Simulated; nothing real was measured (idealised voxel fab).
process module | voxel self aligned contacts
cross-section cut | 250 nm wide | cells 5 nm
A cross-section is a grid of square cells, given in bands from the top down. A band is one or more rows of cells.
Each band's line starts with the height of the band's top and of its bottom, in nm. Then come its materials from left to right, each with its width in nm. One material with "throughout" fills the band from edge to edge. "air" is empty space.
Height 0 is the level under which the wafer as received is all one material. The lowest band goes on downwards, as in "0 down".
A width such as "30 to 40" changes by the same amount from each row of cells to the next, from the band's top row to its bottom row.
"no change" after a step means that no cell of the cross-section changed.
closed voids: empty space of 8 cells or more with no open way to the top, each as width x height at its distance from the left edge, in nm
after a step's settings: what the simulator itself notes on the step
overlay nm, on a step with a mask: how far to the right of its planned place the mask lay; to the left if negative
plan
1 op RECEIVE | material Si
2 op OXIDIZE | depth nm 5
3 op DIRECTIONAL_DEP | material polySi | thk nm 25
4 op DIRECTIONAL_DEP | material SiN | thk nm 25
5 op DIRECTIONAL_DEP | material aC | thk nm 15
6 op PATTERN | tone cover | mask id GATE | material resist | width nm 25 | pitch nm 65 | thk nm 30 | overlay nm 0
7 op DIRECTIONAL_ETCH | etch materials aC | depth nm 15
8 op STRIP | etch materials resist
9 op DIRECTIONAL_ETCH | etch materials SiN | depth nm 25
10 op DIRECTIONAL_ETCH | etch materials polySi | depth nm 25
11 op STRIP | etch materials aC
12 op CONFORMAL_DEP | material SiN | thk nm 10
13 op DIRECTIONAL_ETCH | etch materials SiN | depth nm 10
14 op FILL_DEP | material SiO2 | thk nm 15
15 op CMP | height nm 60
16 op PATTERN | tone open | mask id CONTACT | material resist | width nm 50 | pitch nm 65 | thk nm 20 | overlay nm 0
17 op DIRECTIONAL_ETCH | etch materials SiO2 | depth nm 65
18 op STRIP | etch materials resist
19 op CONFORMAL_DEP | material TiN | thk nm 5
20 op FILL_DEP | material W | thk nm 5
21 op CMP | height nm 60
22 op CONFORMAL_DEP | material SiN | thk nm 5
as received, after step 1
  0 down: Si throughout
  closed voids: none
a wafer at the end: this start, this plan, one mistake
  65 to 60: SiN throughout
  60 to 50: SiO2 65 | TiN 5 to 20 | W 40 to 10 | TiN 5 to 20 | SiO2 15 | TiN 5 to 20 | W 40 to 10 | TiN 5 to 20 | SiO2 70
  50 to 25: SiO2 35 | SiN 45 | TiN 5 | W 10 | TiN 5 | SiN 45 | TiN 5 | W 10 | TiN 5 | SiN 45 | SiO2 40
  25 to 5: SiO2 35 | SiN 10 | polySi 25 | SiN 10 | TiN 5 | W 10 | TiN 5 | SiN 10 | polySi 25 | SiN 10 | TiN 5 | W 10 | TiN 5 | SiN 10 | polySi 25 | SiN 10 | SiO2 40
  5 to 0: SiO2 35 | SiN 10 | polySi 25 | SiN 10 | TiN 20 | SiN 10 | polySi 25 | SiN 10 | TiN 20 | SiN 10 | polySi 25 | SiN 10 | SiO2 40
  0 down: Si throughout
  closed voids: none
what went wrong: step 2 was left out
